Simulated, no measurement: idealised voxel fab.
The following is a process module called voxel transistor to metal.
Shown is cross-section cut, with a width of 155 nm and square cells of size 5 nm.
Cross-section = grid of square cells, listed top down in bands; band = one or more rows.
Band: top height; bottom height; in nm. Then, left to right: material with width in nm, for each material. "everywhere": a single material spanning edge to edge. "blank": empty space.
Where do heights start? At 0: under that level the wafer as delivered is made of one material only. And the lowest band has no floor; it just carries on downward, as in "from 0 down".
Per-row width for "30 to 40": begins at first number (top row of band), ends at second number (bottom row), increment between rows held constant.
Given "no alteration" for a step, no cell of the cross-section differs between before and after that step.
In "Enclosed void listing" the enclosed voids are listed, meaning empty spaces of 8 cells or larger without any opening to the top. The form is width x height at distance, distance from the left edge, units nm.
Whatever follows a step's settings on its line is a remark the simulator itself makes about that step.
Among the settings permitted on a step's line is "overlay nm"; applied to a step with a mask, it specifies the extent to which the mask lay to the right of its planned position, whereas a negative figure signifies a position to the left.

Listed below are the process steps as planned
- 1: RECEIVE, material Si
- 2: OXIDIZE, depth nm 5
- 3: CONFORMAL_DEP, material SiN, thk nm 15
- 4: DIRECTIONAL_DEP, material aC, thk nm 15
- 5: PATTERN, tone cover, mask id ACTIVE, material resist, width nm 120, thk nm 30, overlay nm 0
- 6: DIRECTIONAL_ETCH, etch materials aC, depth nm 15
- 7: STRIP, etch materials resist
- 8: DIRECTIONAL_ETCH, etch materials SiN, depth nm 15
- 9: DIRECTIONAL_ETCH, etch materials SiO2, depth nm 5
- 10: DIRECTIONAL_ETCH, etch materials Si, depth nm 35
- 11: STRIP, etch materials aC
- 12: FILL_DEP, material SiO2, thk nm 15
- 13: CMP, height nm 15
- 14: SELECTIVE_ETCH, etch materials SiO2, depth nm 5
- 15: STRIP, etch materials SiN
- 16: SELECTIVE_ETCH, etch materials SiO2, depth nm 5
- 17: OXIDIZE, depth nm 5
- 18: DIRECTIONAL_DEP, material polySi, thk nm 20
- 19: DIRECTIONAL_DEP, material SiCN, thk nm 10
- 20: MASKED_ETCH, tone cover, mask id GATE, width nm 30, etch materials SiCN, depth nm 20, overlay nm 0
- 21: MASKED_ETCH, tone cover, mask id GATE, width nm 30, etch materials polySi, depth nm 30, overlay nm 0
- 22: CONFORMAL_DEP, material SiO2, thk nm 5
- 23: DIRECTIONAL_ETCH, etch materials SiO2, depth nm 5
- 24: CONFORMAL_DEP, material SiN, thk nm 10
- 25: DIRECTIONAL_ETCH, etch materials SiN, depth nm 10
- 26: DIRECTIONAL_ETCH, etch materials SiO2, depth nm 5
- 27: DIRECTIONAL_ETCH, etch materials Si, depth nm 15
- 28: EPI, material SiGe, thk nm 15
- 29: FILL_DEP, material SiO2, thk nm 10
- 30: CMP, height nm 15
- 31: STRIP, etch materials polySi
- 32: SELECTIVE_ETCH, etch materials SiO2, depth nm 5
- 33: CONFORMAL_DEP, material HfO2, thk nm 5
- 34: CONFORMAL_DEP, material TiN, thk nm 5
- 35: FILL_DEP, material W, thk nm 10
- 36: CMP, height nm 10
- 37: DIRECTIONAL_DEP, material SiO2, thk nm 15
- 38: DIRECTIONAL_DEP, material aC, thk nm 15
- 39: PATTERN, tone open, mask id CONTACT, material resist, width nm 20, pitch nm 80, thk nm 30, overlay nm 0
- 40: DIRECTIONAL_ETCH, etch materials aC, depth nm 15
- 41: STRIP, etch materials resist
- 42: DIRECTIONAL_ETCH, etch materials SiO2, depth nm 20
- 43: STRIP, etch materials aC
- 44: CONFORMAL_DEP, material TiN, thk nm 5
- 45: FILL_DEP, material W, thk nm 5
- 46: CMP, height nm 25
- 47: DIRECTIONAL_DEP, material TiN, thk nm 5
- 48: DIRECTIONAL_DEP, material W, thk nm 15
- 49: MASKED_ETCH, tone cover, mask id METAL_1, width nm 20, pitch nm 80, etch materials W, depth nm 15, overlay nm 0
- 50: MASKED_ETCH, tone cover, mask id METAL_1, width nm 20, pitch nm 80, etch materials TiN, depth nm 5, overlay nm 0
- 51: FILL_DEP, material SiO2, thk nm 5
- 52: CMP, height nm 45
- 53: CONFORMAL_DEP, material SiCN, thk nm 5

Wafer at receipt (post step 1), cross-section
from 0 down = Si everywhere
Enclosed void listing: none

a wafer at the end: this start, this plan, one mistake
from 50 to 45 = SiCN everywhere
from 45 to 30 = SiO2 25 nm / W 20 nm / SiO2 60 nm / W 20 nm / SiO2 30 nm
from 30 to 25 = SiO2 25 nm / TiN 20 nm / SiO2 60 nm / TiN 20 nm / SiO2 30 nm
from 25 to 15 = SiO2 25 nm / TiN 5 nm / W 10 nm / TiN 5 nm / SiO2 60 nm / TiN 5 nm / W 10 nm / TiN 5 nm / SiO2 30 nm
from 15 to 10 = SiO2 25 nm / TiN 20 nm / SiO2 60 nm / TiN 20 nm / SiO2 30 nm
from 10 to 5 = SiO2 10 nm / SiGe 35 nm / SiN 10 nm / HfO2 5 nm / TiN 5 nm / W 20 nm / TiN 5 nm / HfO2 5 nm / SiN 10 nm / SiGe 35 nm / SiO2 15 nm
from 5 to 0 = SiO2 10 nm / SiGe 5 nm / SiN 10 nm / SiGe 20 nm / SiN 10 nm / HfO2 5 nm / TiN 5 nm / W 20 nm / TiN 5 nm / HfO2 5 nm / SiN 10 nm / SiGe 20 nm / SiN 10 nm / SiGe 5 nm / SiO2 15 nm
from 0 to -5 = SiO2 15 nm / SiN 10 nm / SiGe 20 nm / SiN 10 nm / HfO2 5 nm / TiN 30 nm / HfO2 5 nm / SiN 10 nm / SiGe 20 nm / SiN 10 nm / SiO2 20 nm
from -5 to -10 = SiO2 25 nm / SiGe 20 nm / SiO2 10 nm / HfO2 40 nm / SiO2 10 nm / SiGe 20 nm / SiO2 30 nm
from -10 to -25 = SiO2 15 nm / Si 10 nm / SiGe 20 nm / Si 60 nm / SiGe 20 nm / Si 10 nm / SiO2 20 nm
from -25 to -40 = SiO2 15 nm / Si 120 nm / SiO2 20 nm
from -40 down = Si everywhere
Enclosed void listing: none
Want to know what went wrong? the plan's step 28 ran twice
